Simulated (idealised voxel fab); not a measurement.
Process module in this document: voxel ribs on slabs
Xsec cut, 215 nm wide, square cell size 5 nm.
Cross-section = grid of square cells, listed top down in bands; band = one or more rows. First you get the band's top height and its bottom height, in nm, and then the materials it's made of, left to right, with each width in nm. If you see a single material with "full width", that one covers the band edge to edge. "blank" is empty space. All heights in this document are referenced to 0, defined as the level beneath which the wafer, as received, consists entirely of one material. The lowest band is not bounded below; it extends indefinitely downward and is written in the form "0 down". So if you see something like "30..40" for the width, read it as the top row of the band sitting at the first number and the bottom row at the second, with every row in between moving by the same amount as the last. It should be understood that the words "same as before", when stated for a given step, signify that the cross-section underwent no change in any of its cells during that step. In "Unvented internal voids" the enclosed voids are listed, meaning empty spaces of 8 cells or larger without any opening to the top. The form is width x height at distance, distance from the left edge, units nm. On a step's line, text after the settings is the simulator commenting on that step. The optional step-line setting "overlay nm" applies to steps with a mask and quantifies how far to the right of its planned location the mask lay, a negative value indicating leftward placement.
## The process steps that were planned are listed below
1 RECEIVE,material Si
2 DIRECTIONAL_DEP,material SiO2,thk nm 25
3 DIRECTIONAL_DEP,material SiN,thk nm 15
4 PATTERN,tone cover,mask id RIB,material resist,width nm 25,thk nm 15,overlay nm 0
5 DIRECTIONAL_ETCH,etch materials SiN,depth nm 5
6 STRIP,etch materials resist
7 PATTERN,tone cover,mask id SLAB,material resist,width nm 55,thk nm 15,overlay nm 0
8 DIRECTIONAL_ETCH,etch materials SiN,depth nm 10
9 STRIP,etch materials resist
10 FILL_DEP,material SiO2,thk nm 25
11 CMP,height nm 60
12 DIRECTIONAL_DEP,material TiN,thk nm 10
13 DIRECTIONAL_DEP,material aC,thk nm 15
14 PATTERN,tone cover,mask id HEATER,material resist,width nm 35,thk nm 35,overlay nm 0
15 DIRECTIONAL_ETCH,etch materials aC,depth nm 15
16 STRIP,etch materials resist
17 DIRECTIONAL_ETCH,etch materials TiN,depth nm 10
18 STRIP,etch materials aC
19 CONFORMAL_DEP,material SiO2,thk nm 5
All wafers enter the flow in the same state. The thk nm at step 19 differs from wafer to wafer, and the plan gives the value for the first wafer.
## Here's the first of the wafers in cross-section, just as we got it, i.e. after step 1
	0 down = Si full width
	Unvented internal voids: none
## Take a look at the first of several wafers in cross-section: the module is done, and step 19 was its last step
	75 to 70 = 85 of blank, 45 of SiO2, 85 of blank
	70 to 65 = 85 of blank, 5 of SiO2, 35 of TiN, 5 of SiO2, 85 of blank
	65 to 60 = 90 of SiO2, 35 of TiN, 90 of SiO2
	60 to 40 = SiO2 full width
	40 to 35 = 95 of SiO2, 25 of SiN, 95 of SiO2
	35 to 25 = 80 of SiO2, 55 of SiN, 80 of SiO2
	25 to 0 = SiO2 full width
	0 down = Si full width
	Unvented internal voids: none
## Final wafer of several, shown in cross-section at the end of the module
	95 to 85 = 65 of blank, 85 of SiO2, 65 of blank
	85 to 70 = SiO2 full width
	70 to 60 = 90 of SiO2, 35 of TiN, 90 of SiO2
	60 to 40 = SiO2 full width
	40 to 35 = 95 of SiO2, 25 of SiN, 95 of SiO2
	35 to 25 = 80 of SiO2, 55 of SiN, 80 of SiO2
	25 to 0 = SiO2 full width
	0 down = Si full width
	Unvented internal voids: none
## each wafer at the end: cells of each material gained (+) or lost (-) since it was received, then its closed voids
thk nm 5 | +27 SiN | +536 SiO2 | +14 TiN | Unvented internal voids: none
thk nm 10 | +27 SiN | +583 SiO2 | +14 TiN | Unvented internal voids: none
thk nm 15 | +27 SiN | +630 SiO2 | +14 TiN | Unvented internal voids: none
thk nm 20 | +27 SiN | +677 SiO2 | +14 TiN | Unvented internal voids: none
thk nm 25 | +27 SiN | +724 SiO2 | +14 TiN | Unvented internal voids: none
